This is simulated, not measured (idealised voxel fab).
Documented hereafter: the process module known as voxel transistor to metal.
In the cross-section labelled cut, the width is 210 nm and each square cell is 5 nm.
Square cells in a grid make up a cross-section in this document, and the grid is given as bands, listed from the top down, each one or more rows of cells. Top, bottom (nm), then materials left to right with widths (nm); lone material tagged "throughout" fills the whole band edge to edge; "air" = empty space. Beneath 0, the wafer as received is one material, and that level is where height counting begins. The lowest band goes on downward without a bottom; it is written like "from 0 down". It should be noted that a width expressed as "30..40" varies in equal increments from row to row of cells within the band, taking the value of the first number at the top row and that of the second number at the bottom row. Step marked "everything unchanged"? Then no cell in the cross-section changed in it. The label "Closed void entries" introduces a list of the empty spaces, 8 cells or larger, that have no open way up to the top; each entry in it reads width x height at distance, where the distance is taken from the left edge and all three are stated in nm. Anything after a step's settings on that line? It's the simulator's own note about the step. If you see "overlay nm" on a step's line and that step has a mask, it's telling you how far right of where it was planned the mask ended up; a negative number means it went left instead. Quick note on how to read the rest: it's all pairs. You get the cross-section before a process step and the one after, but the after one only goes down as far as the lowest band that changed. The step in between, with its settings, sits under the pair. Heads up, the pairs can come from different runs of this module on the same starting wafer, so don't assume a pair picks up from the one above unless its "Pre-step geometry" entry says it does.

# Pre-step geometry
- from 110 to 90 = 50 resist, 15 air, 70 resist, 15 air, 60 resist
- from 90 to 75 = 50 SiO2, 15 air, 5 resist, 65 SiO2, 15 air, 5 resist, 55 SiO2
- from 75 to 65 = 50 SiO2, 15 air, 70 SiO2, 15 air, 60 SiO2
- from 65 to 60 = 50 SiCN, 15 air, 70 SiCN, 15 air, 60 SiCN
- from 60 to 45 = 45 SiO2, 5 SiN, 20 W, 5 SiN, 55 SiO2, 5 SiN, 20 W, 5 SiN, 50 SiO2
- from 45 to 40 = 50 SiN, 20 TiN, 65 SiN, 20 TiN, 55 SiN
- from 40 to 30 = 40 SiO2, 5 TiN, 25 Ru, 5 TiN, 35 SiO2, 5..20 TiN, 25..10 Ru, 5 TiN, 65 SiO2
- from 30 to 15 = 40 SiO2, 5 TiN, 25 Ru, 5 TiN, 5 SiO2, 5 SiN, 5 SiO2, 25 SiCN, 5 TiN, 5 SiN, 5 TiN, 10 Ru, 5 TiN, 65 SiO2
- from 15 to 5 = 40 SiO2, 5 TiN, 25 Ru, 5 TiN, 5 SiO2, 5 SiN, 5 SiO2, 25 polySi, 5 TiN, 5 SiN, 5 TiN, 10 Ru, 5 TiN, 65 SiO2
- from 5 to 0 = 40 SiO2, 15 TiN, 10 Ru, 10 TiN, 5 SiO2, 5 SiN, 5 SiO2, 25 polySi, 5 TiN, 5 SiN, 20 TiN, 65 SiO2
- from 0 to -5 = 40 SiO2, 5 TiN, 5 SiN, 20 TiN, 10 SiGe, 5 SiN, 5 SiO2, 25 polySi, 5 TiN, 5 SiN, 10 SiGe, 10 TiN, 10 SiO2, 5 SiN, 50 SiO2
- from -5 to -10 = 50 SiO2, 30 SiGe, 45 SiO2, 30 SiGe, 55 SiO2
- from -10 to -15 = 50 SiO2, 30 SiGe, 45 Si, 30 SiGe, 55 SiO2
- from -15 to -40 = 50 SiO2, 105 Si, 55 SiO2
- from -40 down = Si throughout
- Closed void entries: none

# Post-Step Cross-Section
- from 90 to 75 = 50 SiO2, 20 air, 65 SiO2, 20 air, 55 SiO2
- Everything under 75 stays put, no change at all.
- Closed void entries: none
Applied between the two views above: op STRIP | etch materials resist

Pre-step geometry: per the after cross-section of the pair just above.

# Post-Step Cross-Section
- from 95 to 90 = 55 TiN, 10 air, 75 TiN, 10 air, 60 TiN
- from 90 to 80 = 50 SiO2, 5 TiN, 10 air, 5 TiN, 65 SiO2, 5 TiN, 10 air, 5 TiN, 55 SiO2
- from 80 to 75 = 50 SiO2, 5 TiN, 5 air, 10 TiN, 65 SiO2, 5 TiN, 5 air, 10 TiN, 55 SiO2
- from 75 to 65 = 50 SiO2, 5 TiN, 5 air, 5 TiN, 70 SiO2, 5 TiN, 5 air, 5 TiN, 60 SiO2
- from 65 to 60 = 50 SiCN, 15 TiN, 70 SiCN, 15 TiN, 60 SiCN
- Everything under 60 stays put, no change at all.
- Closed void entries: none
Applied between the two views above: op CONFORMAL_DEP | material TiN | thk nm 5

Pre-step geometry: per the after cross-section of the pair just above.

# Post-Step Cross-Section
- from 100 to 95 = Cu throughout
- from 95 to 90 = 55 TiN, 10 Cu, 75 TiN, 10 Cu, 60 TiN
- from 90 to 80 = 50 SiO2, 5 TiN, 10 Cu, 5 TiN, 65 SiO2, 5 TiN, 10 Cu, 5 TiN, 55 SiO2
- from 80 to 75 = 50 SiO2, 5 TiN, 5 Cu, 10 TiN, 65 SiO2, 5 TiN, 5 Cu, 10 TiN, 55 SiO2
- from 75 to 65 = 50 SiO2, 5 TiN, 5 Cu, 5 TiN, 70 SiO2, 5 TiN, 5 Cu, 5 TiN, 60 SiO2
- Everything under 65 stays put, no change at all.
- Closed void entries: none
Applied between the two views above: op FILL_DEP | material Cu | thk nm 5

Pre-step geometry: per the after cross-section of the pair just above.

# Post-Step Cross-Section
- from 90 to 80 = 50 SiO2, 5 TiN, 10 Cu, 5 TiN, 65 SiO2, 5 TiN, 10 Cu, 5 TiN, 55 SiO2
- Everything under 80 stays put, no change at all.
- Closed void entries: none
Applied between the two views above: op CMP | height nm 90

Pre-step geometry: per the after cross-section of the pair just above.

# Post-Step Cross-Section
- from 95 to 90 = SiN throughout
- Everything under 90 stays put, no change at all.
- Closed void entries: none
Applied between the two views above: op CONFORMAL_DEP | material SiN | thk nm 5

# Pre-step geometry
- from 90 to 75 = 50 SiO2, 20 air, 65 SiO2, 20 air, 55 SiO2
- from 75 to 65 = 50 SiO2, 15 air, 70 SiO2, 15 air, 60 SiO2
- from 65 to 60 = 50 SiCN, 15 air, 70 SiCN, 15 air, 60 SiCN
- from 60 to 45 = 45 SiO2, 5 SiN, 20 W, 5 SiN, 55 SiO2, 5 SiN, 20 W, 5 SiN, 50 SiO2
- from 45 to 40 = 50 SiN, 20 TiN, 65 SiN, 20 TiN, 55 SiN
- from 40 to 30 = 50 SiO2, 5 TiN, 25..20 Ru, 5..10 TiN, 35 SiO2, 5..10 TiN, 25..20 Ru, 5 TiN, 55 SiO2
- from 30 to 15 = 50 SiO2, 5 TiN, 20 Ru, 5 TiN, 5 SiN, 5 SiO2, 25 SiCN, 5 SiO2, 5 SiN, 5 TiN, 20 Ru, 5 TiN, 55 SiO2
- from 15 to 5 = 50 SiO2, 5 TiN, 20 Ru, 5 TiN, 5 SiN, 5 SiO2, 25 polySi, 5 SiO2, 5 SiN, 5 TiN, 20 Ru, 5 TiN, 55 SiO2
- from 5 to 0 = 50 SiO2, 5 TiN, 10 Ru, 15 TiN, 5 SiN, 5 SiO2, 25 polySi, 5 SiO2, 5 SiN, 15 TiN, 10 Ru, 5 TiN, 55 SiO2
- from 0 to -5 = 45 SiO2, 5 SiN, 20 TiN, 10 SiGe, 5 SiN, 5 SiO2, 25 polySi, 5 SiO2, 5 SiN, 10 SiGe, 20 TiN, 5 SiN, 50 SiO2
- from -5 to -10 = 50 SiO2, 30 SiGe, 45 SiO2, 30 SiGe, 55 SiO2
- from -10 to -15 = 50 SiO2, 30 SiGe, 45 Si, 30 SiGe, 55 SiO2
- from -15 to -40 = 50 SiO2, 105 Si, 55 SiO2
- from -40 down = Si throughout
- Closed void entries: none

# Post-Step Cross-Section
- from 95 to 80 = 55 SiO2, 10 air, 75 SiO2, 10 air, 60 SiO2
- from 80 to 65 = 55 SiO2, 5 air, 80 SiO2, 5 air, 65 SiO2
- from 65 to 60 = 50 SiCN, 15 SiO2, 70 SiCN, 15 SiO2, 60 SiCN
- Everything under 60 stays put, no change at all.
- Closed void entries: none
Applied between the two views above: op CONFORMAL_DEP | material SiO2 | thk nm 5

Pre-step geometry: per the after cross-section of the pair just above.

# Post-Step Cross-Section
- from 100 to 95 = Cu throughout
- from 95 to 80 = 55 SiO2, 10 Cu, 75 SiO2, 10 Cu, 60 SiO2
- from 80 to 65 = 55 SiO2, 5 Cu, 80 SiO2, 5 Cu, 65 SiO2
- Everything under 65 stays put, no change at all.
- Closed void entries: none
Applied between the two views above: op FILL_DEP | material Cu | thk nm 5

Pre-step geometry: per the after cross-section of the pair just above.

# Post-Step Cross-Section
- from 90 to 80 = 55 SiO2, 10 Cu, 75 SiO2, 10 Cu, 60 SiO2
- Everything under 80 stays put, no change at all.
- Closed void entries: none
Applied between the two views above: op CMP | height nm 90

Pre-step geometry: per the after cross-section of the pair just above.

# Post-Step Cross-Section
- from 95 to 90 = SiN throughout
- Everything under 90 stays put, no change at all.
- Closed void entries: none
Applied between the two views above: op CONFORMAL_DEP | material SiN | thk nm 5

# Pre-step geometry
- from 60 to 45 = W throughout
- from 45 to 40 = TiN throughout
- from 40 to 30 = 50 SiO2, 5 TiN, 25..20 Ru, 5..10 TiN, 35 SiO2, 5..10 TiN, 25..20 Ru, 5 TiN, 55 SiO2
- from 30 to 15 = 50 SiO2, 5 TiN, 20 Ru, 5 TiN, 5 SiN, 5 SiO2, 25 SiCN, 5 SiO2, 5 SiN, 5 TiN, 20 Ru, 5 TiN, 55 SiO2
- from 15 to 5 = 50 SiO2, 5 TiN, 20 Ru, 5 TiN, 5 SiN, 5 SiO2, 25 polySi, 5 SiO2, 5 SiN, 5 TiN, 20 Ru, 5 TiN, 55 SiO2
- from 5 to 0 = 50 SiO2, 5 TiN, 10 Ru, 15 TiN, 5 SiN, 5 SiO2, 25 polySi, 5 SiO2, 5 SiN, 15 TiN, 10 Ru, 5 TiN, 55 SiO2
- from 0 to -5 = 45 SiO2, 5 SiN, 20 TiN, 10 SiGe, 5 SiN, 5 SiO2, 25 polySi, 5 SiO2, 5 SiN, 10 SiGe, 20 TiN, 5 SiN, 50 SiO2
- from -5 to -10 = 50 SiO2, 30 SiGe, 45 SiO2, 30 SiGe, 55 SiO2
- from -10 to -15 = 50 SiO2, 30 SiGe, 45 Si, 30 SiGe, 55 SiO2
- from -15 to -40 = 50 SiO2, 105 Si, 55 SiO2
- from -40 down = Si throughout
- Closed void entries: none

# Post-Step Cross-Section
- from 60 to 45 = 50 W, 20 air, 65 W, 20 air, 55 W
- Everything under 45 stays put, no change at all.
- Closed void entries: none
Applied between the two views above: op MASKED_ETCH | tone open | mask id METAL_1 | width nm 20 | pitch nm 85 | etch materials W | depth nm 15 | overlay nm 0

Pre-step geometry: per the after cross-section of the pair just above.

# Post-Step Cross-Section
- from 65 to 60 = 55 SiN, 10 air, 75 SiN, 10 air, 60 SiN
- from 60 to 50 = 50 W, 5 SiN, 10 air, 5 SiN, 65 W, 5 SiN, 10 air, 5 SiN, 55 W
- from 50 to 45 = 50 W, 20 SiN, 65 W, 20 SiN, 55 W
- Everything under 45 stays put, no change at all.
- Closed void entries: none
Applied between the two views above: op CONFORMAL_DEP | material SiN | thk nm 5

Pre-step geometry: per the after cross-section of the pair just above.

# Post-Step Cross-Section
- from 75 to 65 = SiO2 throughout
- from 65 to 60 = 55 SiN, 10 SiO2, 75 SiN, 10 SiO2, 60 SiN
- from 60 to 50 = 50 W, 5 SiN, 10 SiO2, 5 SiN, 65 W, 5 SiN, 10 SiO2, 5 SiN, 55 W
- Everything under 50 stays put, no change at all.
- Closed void entries: none
Applied between the two views above: op FILL_DEP | material SiO2 | thk nm 10

Pre-step geometry: per the after cross-section of the pair just above.

# Post-Step Cross-Section
- from 60 to 50 = 50 W, 5 SiN, 10 SiO2, 5 SiN, 65 W, 5 SiN, 10 SiO2, 5 SiN, 55 W
- Everything under 50 stays put, no change at all.
- Closed void entries: none
Applied between the two views above: op CMP | height nm 60

Pre-step geometry: per the after cross-section of the pair just above.

# Post-Step Cross-Section
- from 65 to 60 = SiCN throughout
- Everything under 60 stays put, no change at all.
- Closed void entries: none
Applied between the two views above: op CONFORMAL_DEP | material SiCN | thk nm 5

Pre-step geometry: per the after cross-section of the pair just above.

# Post-Step Cross-Section
- from 90 to 65 = SiO2 throughout
- Everything under 65 stays put, no change at all.
- Closed void entries: none
Applied between the two views above: op DIRECTIONAL_DEP | material SiO2 | thk nm 25

Pre-step geometry: per the after cross-section of the pair just above.

# Post-Step Cross-Section
- from 110 to 90 = 50 resist, 20 air, 65 resist, 20 air, 55 resist
- Everything under 90 stays put, no change at all.
- Closed void entries: none
Applied between the two views above: op PATTERN | tone open | mask id METAL_2 | material resist | width nm 20 | pitch nm 85 | thk nm 20 | overlay nm 0

Pre-step geometry: per the after cross-section of the pair just above.

# Post-Step Cross-Section
- from 110 to 90 = 50 resist, 20 air, 65 resist, 20 air, 55 resist
- from 90 to 75 = 50 SiO2, 20 air, 65 SiO2, 20 air, 55 SiO2
- Everything under 75 stays put, no change at all.
- Closed void entries: none
Applied between the two views above: op DIRECTIONAL_ETCH | etch materials SiO2 | depth nm 15

Pre-step geometry: per the after cross-section of the pair just above.

# Post-Step Cross-Section
- from 90 to 75 = 50 SiO2, 20 air, 65 SiO2, 20 air, 55 SiO2
- Everything under 75 stays put, no change at all.
- Closed void entries: none
Applied between the two views above: op STRIP | etch materials resist

Pre-step geometry: per the after cross-section of the pair just above.

# Post-Step Cross-Section
- from 110 to 90 = 50 resist, 15 air, 70 resist, 15 air, 60 resist
- from 90 to 75 = 50 SiO2, 15 air, 5 resist, 65 SiO2, 15 air, 5 resist, 55 SiO2
- Everything under 75 stays put, no change at all.
- Closed void entries: none
Applied between the two views above: op PATTERN | tone open | mask id METAL_2_HOLES | material resist | width nm 15 | pitch nm 85 | thk nm 20 | overlay nm 0

Pre-step geometry: per the after cross-section of the pair just above.

# Post-Step Cross-Section
- from 110 to 90 = 50 resist, 15 air, 70 resist, 15 air, 60 resist
- from 90 to 75 = 50 SiO2, 15 air, 5 resist, 65 SiO2, 15 air, 5 resist, 55 SiO2
- from 75 to 65 = 50 SiO2, 15 air, 70 SiO2, 15 air, 60 SiO2
- Everything under 65 stays put, no change at all.
- Closed void entries: none
Applied between the two views above: op DIRECTIONAL_ETCH | etch materials SiO2 | depth nm 10

Pre-step geometry: per the after cross-section of the pair just above.

# Post-Step Cross-Section
- from 110 to 90 = 50 resist, 15 air, 70 resist, 15 air, 60 resist
- from 90 to 75 = 50 SiO2, 15 air, 5 resist, 65 SiO2, 15 air, 5 resist, 55 SiO2
- from 75 to 65 = 50 SiO2, 15 air, 70 SiO2, 15 air, 60 SiO2
- from 65 to 60 = 50 SiCN, 15 air, 70 SiCN, 15 air, 60 SiCN
- Everything under 60 stays put, no change at all.
- Closed void entries: none
Applied between the two views above: op DIRECTIONAL_ETCH | etch materials SiCN | depth nm 5

Pre-step geometry: per the after cross-section of the pair just above.

# Post-Step Cross-Section
- from 90 to 75 = 50 SiO2, 20 air, 65 SiO2, 20 air, 55 SiO2
- Everything under 75 stays put, no change at all.
- Closed void entries: none
Applied between the two views above: op STRIP | etch materials resist

Pre-step geometry: per the after cross-section of the pair just above.

# Post-Step Cross-Section
- from 95 to 90 = 55 TiN, 10 air, 75 TiN, 10 air, 60 TiN
- from 90 to 80 = 50 SiO2, 5 TiN, 10 air, 5 TiN, 65 SiO2, 5 TiN, 10 air, 5 TiN, 55 SiO2
- from 80 to 75 = 50 SiO2, 5 TiN, 5 air, 10 TiN, 65 SiO2, 5 TiN, 5 air, 10 TiN, 55 SiO2
- from 75 to 65 = 50 SiO2, 5 TiN, 5 air, 5 TiN, 70 SiO2, 5 TiN, 5 air, 5 TiN, 60 SiO2
- from 65 to 60 = 50 SiCN, 15 TiN, 70 SiCN, 15 TiN, 60 SiCN
- Everything under 60 stays put, no change at all.
- Closed void entries: none
Applied between the two views above: op CONFORMAL_DEP | material TiN | thk nm 5

Pre-step geometry: per the after cross-section of the pair just above.

# Post-Step Cross-Section
- from 100 to 95 = Cu throughout
- from 95 to 90 = 55 TiN, 10 Cu, 75 TiN, 10 Cu, 60 TiN
- from 90 to 80 = 50 SiO2, 5 TiN, 10 Cu, 5 TiN, 65 SiO2, 5 TiN, 10 Cu, 5 TiN, 55 SiO2
- from 80 to 75 = 50 SiO2, 5 TiN, 5 Cu, 10 TiN, 65 SiO2, 5 TiN, 5 Cu, 10 TiN, 55 SiO2
- from 75 to 65 = 50 SiO2, 5 TiN, 5 Cu, 5 TiN, 70 SiO2, 5 TiN, 5 Cu, 5 TiN, 60 SiO2
- Everything under 65 stays put, no change at all.
- Closed void entries: none
Applied between the two views above: op FILL_DEP | material Cu | thk nm 5

Pre-step geometry: per the after cross-section of the pair just above.

# Post-Step Cross-Section
- from 90 to 80 = 50 SiO2, 5 TiN, 10 Cu, 5 TiN, 65 SiO2, 5 TiN, 10 Cu, 5 TiN, 55 SiO2
- Everything under 80 stays put, no change at all.
- Closed void entries: none
Applied between the two views above: op CMP | height nm 90

Pre-step geometry: per the after cross-section of the pair just above.

# Post-Step Cross-Section
- from 95 to 90 = SiN throughout
- Everything under 90 stays put, no change at all.
- Closed void entries: none
Applied between the two views above: op CONFORMAL_DEP | material SiN | thk nm 5
